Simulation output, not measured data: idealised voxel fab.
The following process module bears the name voxel wiring stack.
Each square cell in cross-section cut measures 5 nm, and the section as a whole is 260 nm wide.
Square cells in a grid make up a cross-section in this document, and the grid is given as bands, listed from the top down, each one or more rows of cells. Within each band entry, the heights of the top and of the bottom of the band appear first, in that order and in nm; the materials of the band then follow from left to right, each with its corresponding width in nm. The designation "full width" on a single material indicates that it fills the band from edge to edge; the designation "blank" indicates empty space. The reference from which all heights are counted is 0, the level beneath which the as-received wafer is entirely one material; the lowest band, having no lower bound, proceeds downward and is written after the example "z 0 and below". Width spec "30 to 40" -> top row of cells at first value, bottom row at second value, equal per-row change in between. "no alteration", as given for a step, is the statement that not any cell of the cross-section underwent a change during that step. The label "Closed void table" introduces a list of the empty spaces, 8 cells or larger, that have no open way up to the top; each entry in it reads width x height at distance, where the distance is taken from the left edge and all three are stated in nm. Where a step's line continues beyond its settings, the continuation is a remark by the simulator itself on that step. overlay nm: on a step with a mask, how far right of its planned place the mask lay; negative means left.

### The following list gives the planned process steps
1 op RECEIVE | material Si
2 op CONFORMAL_DEP | material SiO2 | thk nm 15
3 op DIRECTIONAL_DEP | material TiN | thk nm 5
4 op DIRECTIONAL_DEP | material Ru | thk nm 25
5 op PATTERN | tone cover | mask id METAL_1 | material resist | width nm 30 | pitch nm 45 | thk nm 15 | overlay nm 0
6 op DIRECTIONAL_ETCH | etch materials Ru | depth nm 25
7 op DIRECTIONAL_ETCH | etch materials TiN | depth nm 5
8 op STRIP | etch materials resist
9 op CONFORMAL_DEP | material SiCN | thk nm 5
10 op FILL_DEP | material SiO2 | thk nm 5
11 op CMP | height nm 45
12 op CONFORMAL_DEP | material SiCN | thk nm 5
13 op DIRECTIONAL_DEP | material lowk | thk nm 20
14 op MASKED_ETCH | tone open | mask id PLUG_1 | width nm 15 | pitch nm 90 | etch materials lowk | depth nm 20 | overlay nm 0
15 op MASKED_ETCH | tone open | mask id PLUG_1 | width nm 15 | pitch nm 90 | etch materials SiCN | depth nm 5 | overlay nm 0
16 op EPI | material Ru | thk nm 10
17 op EPI | material Ru | thk nm 10
18 op EPI | material Ru | thk nm 5
19 op CONFORMAL_DEP | material SiN | thk nm 5
20 op DIRECTIONAL_DEP | material SiO2 | thk nm 25
21 op DIRECTIONAL_DEP | material aC | thk nm 15
22 op PATTERN | tone open | mask id METAL_2 | material resist | width nm 30 | pitch nm 45 | thk nm 35 | overlay nm 0
23 op DIRECTIONAL_ETCH | etch materials aC | depth nm 15
24 op STRIP | etch materials resist
25 op DIRECTIONAL_ETCH | etch materials SiO2 | depth nm 25
26 op DIRECTIONAL_ETCH | etch materials SiN | depth nm 5
27 op STRIP | etch materials aC
28 op CONFORMAL_DEP | material TiN | thk nm 5
29 op FILL_DEP | material Ru | thk nm 10
30 op CMP | height nm 100
31 op EPI | material Ru | thk nm 5
32 op FILL_DEP | material SiCN | thk nm 5
33 op DIRECTIONAL_DEP | material lowk | thk nm 25
34 op PATTERN | tone open | mask id METAL_3 | material resist | width nm 30 | pitch nm 45 | thk nm 20 | overlay nm 0
35 op DIRECTIONAL_ETCH | etch materials lowk | depth nm 15
36 op STRIP | etch materials resist
37 op DIRECTIONAL_DEP | material aC | thk nm 15
38 op PATTERN | tone open | mask id METAL_3_HOLES | material resist | width nm 15 | pitch nm 45 | thk nm 30 | overlay nm 0
39 op DIRECTIONAL_ETCH | etch materials aC | depth nm 15
40 op STRIP | etch materials resist
41 op DIRECTIONAL_ETCH | etch materials lowk | depth nm 10
42 op DIRECTIONAL_ETCH | etch materials SiCN | depth nm 5
43 op STRIP | etch materials aC
44 op CONFORMAL_DEP | material TiN | thk nm 5
45 op FILL_DEP | material Cu | thk nm 5
46 op CMP | height nm 135
47 op CONFORMAL_DEP | material SiN | thk nm 5

### Wafer cross-section on receipt, i.e. after step 1
z 0 and below: Si full width
Closed void table: none

### a wafer at the end: this start, this plan, one mistake
z 140 to 135: SiN full width
z 135 to 125: 70 of lowk, 5 of TiN, 20 of Cu, 5 of TiN, 15 of lowk, 5 of TiN, 20 of Cu, 5 of TiN, 15 of lowk, 5 of TiN, 20 of Cu, 5 of TiN, 70 of lowk
z 125 to 120: 70 of lowk, 5 of TiN, 5 of Cu, 20 of TiN, 15 of lowk, 5 of TiN, 5 of Cu, 20 of TiN, 15 of lowk, 5 of TiN, 5 of Cu, 20 of TiN, 70 of lowk
z 120 to 110: 70 of lowk, 5 of TiN, 5 of Cu, 5 of TiN, 30 of lowk, 5 of TiN, 5 of Cu, 5 of TiN, 30 of lowk, 5 of TiN, 5 of Cu, 5 of TiN, 85 of lowk
z 110 to 105: 70 of SiCN, 15 of TiN, 30 of SiCN, 15 of TiN, 30 of SiCN, 15 of TiN, 85 of SiCN
z 105 to 100: 70 of SiCN, 30 of Ru, 15 of SiCN, 30 of Ru, 15 of SiCN, 30 of Ru, 70 of SiCN
z 100 to 75: 70 of SiO2, 5 of SiN, 20 of Ru, 5 of SiN, 15 of SiO2, 5 of SiN, 20 of Ru, 5 of SiN, 15 of SiO2, 5 of SiN, 20 of Ru, 5 of SiN, 70 of SiO2
z 75 to 70: SiN full width
z 70 to 50: 70 of lowk, 15 of Ru, 75 of lowk, 15 of Ru, 85 of lowk
z 50 to 45: 70 of SiCN, 15 of Ru, 75 of SiCN, 15 of Ru, 85 of SiCN
z 45 to 20: 65 of SiO2, 5 of SiCN, 30 of Ru, 5 of SiCN, 5 of SiO2, 5 of SiCN, 30 of Ru, 5 of SiCN, 5 of SiO2, 5 of SiCN, 30 of Ru, 5 of SiCN, 65 of SiO2
z 20 to 15: 70 of SiCN, 30 of TiN, 15 of SiCN, 30 of TiN, 15 of SiCN, 30 of TiN, 70 of SiCN
z 15 to 0: SiO2 full width
z 0 and below: Si full width
Closed void table: none
Misprocessing identified: step 28 was processed under conditions differing from the plan, specifically as op CONFORMAL_DEP | material SiN | thk nm 5
